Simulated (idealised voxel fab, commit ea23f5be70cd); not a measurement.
process module | voxel self aligned vias
cross-section cut | 170 nm wide | cells 5 nm
A cross-section is a grid of square cells, given in bands from the top down. A band is one or more rows of cells.
Each band's line starts with the height of the band's top and of its bottom, in nm. Then come its materials from left to right, each with its width in nm. One material with "throughout" fills the band from edge to edge. "air" is empty space.
Height 0 is the level under which the wafer as received is all one material. The lowest band goes on downwards, as in "0 down".
A width such as "30 to 40" changes by the same amount from each row of cells to the next, from the band's top row to its bottom row.
"no change" after a step means that no cell of the cross-section changed.
closed voids: empty space of 8 cells or more with no open way to the top, each as width x height at its distance from the left edge, in nm
after a step's settings: what the simulator itself notes on the step
overlay nm, on a step with a mask: how far to the right of its planned place the mask lay; to the left if negative
plan
1 op RECEIVE | material Si
2 op CONFORMAL_DEP | material SiO2 | thk nm 15
3 op CONFORMAL_DEP | material SiCN | thk nm 5
4 op DIRECTIONAL_DEP | material lowk | thk nm 30
5 op PATTERN | tone open | mask id LINES | material resist | width nm 25 | pitch nm 50 | thk nm 20 | overlay nm 0
6 op DIRECTIONAL_ETCH | etch materials lowk | depth nm 30
7 op STRIP | etch materials resist
8 op CONFORMAL_DEP | material TiN | thk nm 5
9 op FILL_DEP | material W | thk nm 5
10 op CMP | height nm 50
11 op SELECTIVE_ETCH | etch materials W Ru TiN | depth nm 5
12 op FILL_DEP | material SiN | thk nm 5
13 op CMP | height nm 50
14 op DIRECTIONAL_DEP | material lowk | thk nm 15
15 op MASKED_ETCH | tone open | mask id VIAS | width nm 35 | pitch nm 100 | etch materials lowk | depth nm 15 | overlay nm 0
16 op MASKED_ETCH | tone open | mask id VIAS | width nm 35 | pitch nm 100 | etch materials SiN | depth nm 5 | overlay nm 0
17 op CONFORMAL_DEP | material TiN | thk nm 5
18 op FILL_DEP | material W | thk nm 10
19 op CMP | height nm 65
20 op CONFORMAL_DEP | material SiN | thk nm 5
as received, after step 1
  0 down: Si throughout
  closed voids: none
first wafer at the end, as planned
  70 to 65: SiN throughout
  65 to 55: lowk 15 | TiN 5 | W 25 | TiN 5 | lowk 65 | TiN 5 | W 25 | TiN 5 | lowk 20
  55 to 50: lowk 15 | TiN 10 | W 15 | TiN 10 | lowk 65 | TiN 10 | W 15 | TiN 10 | lowk 20
  50 to 45: lowk 20 | TiN 25 | lowk 25 | SiN 25 | lowk 25 | TiN 25 | lowk 25
  45 to 25: lowk 20 | TiN 5 | W 15 | TiN 5 | lowk 25 | TiN 5 | W 15 | TiN 5 | lowk 25 | TiN 5 | W 15 | TiN 5 | lowk 25
  25 to 20: lowk 20 | TiN 25 | lowk 25 | TiN 25 | lowk 25 | TiN 25 | lowk 25
  20 to 15: SiCN throughout
  15 to 0: SiO2 throughout
  0 down: Si throughout
  closed voids: none
second wafer at the end: like start, like plan, one mistake
  70 to 65: SiN throughout
  65 to 55: lowk 15 | TiN 5 | W 25 | TiN 5 | lowk 65 | TiN 5 | W 25 | TiN 5 | lowk 20
  55 to 50: lowk 15 | TiN 35 | lowk 65 | TiN 35 | lowk 20
  50 to 45: SiN 15 | TiN 5 | lowk 25 | TiN 5 | SiN 20 | lowk 25 | SiN 20 | TiN 5 | lowk 25 | TiN 5 | SiN 20
  45 to 25: W 15 | TiN 5 | lowk 25 | TiN 5 | W 15 | TiN 5 | lowk 25 | TiN 5 | W 15 | TiN 5 | lowk 25 | TiN 5 | W 20
  25 to 20: TiN 20 | lowk 25 | TiN 25 | lowk 25 | TiN 25 | lowk 25 | TiN 25
  20 to 15: SiCN throughout
  15 to 0: SiO2 throughout
  0 down: Si throughout
  closed voids: none
what went wrong: step 5 ran as: op PATTERN | tone cover | mask id LINES | material resist | width nm 25 | pitch nm 50 | thk nm 20 | overlay nm 0
at the end the second wafer has, in cells: 10 more of SiN | 4 more of TiN | 10 more of W | 24 fewer of lowk
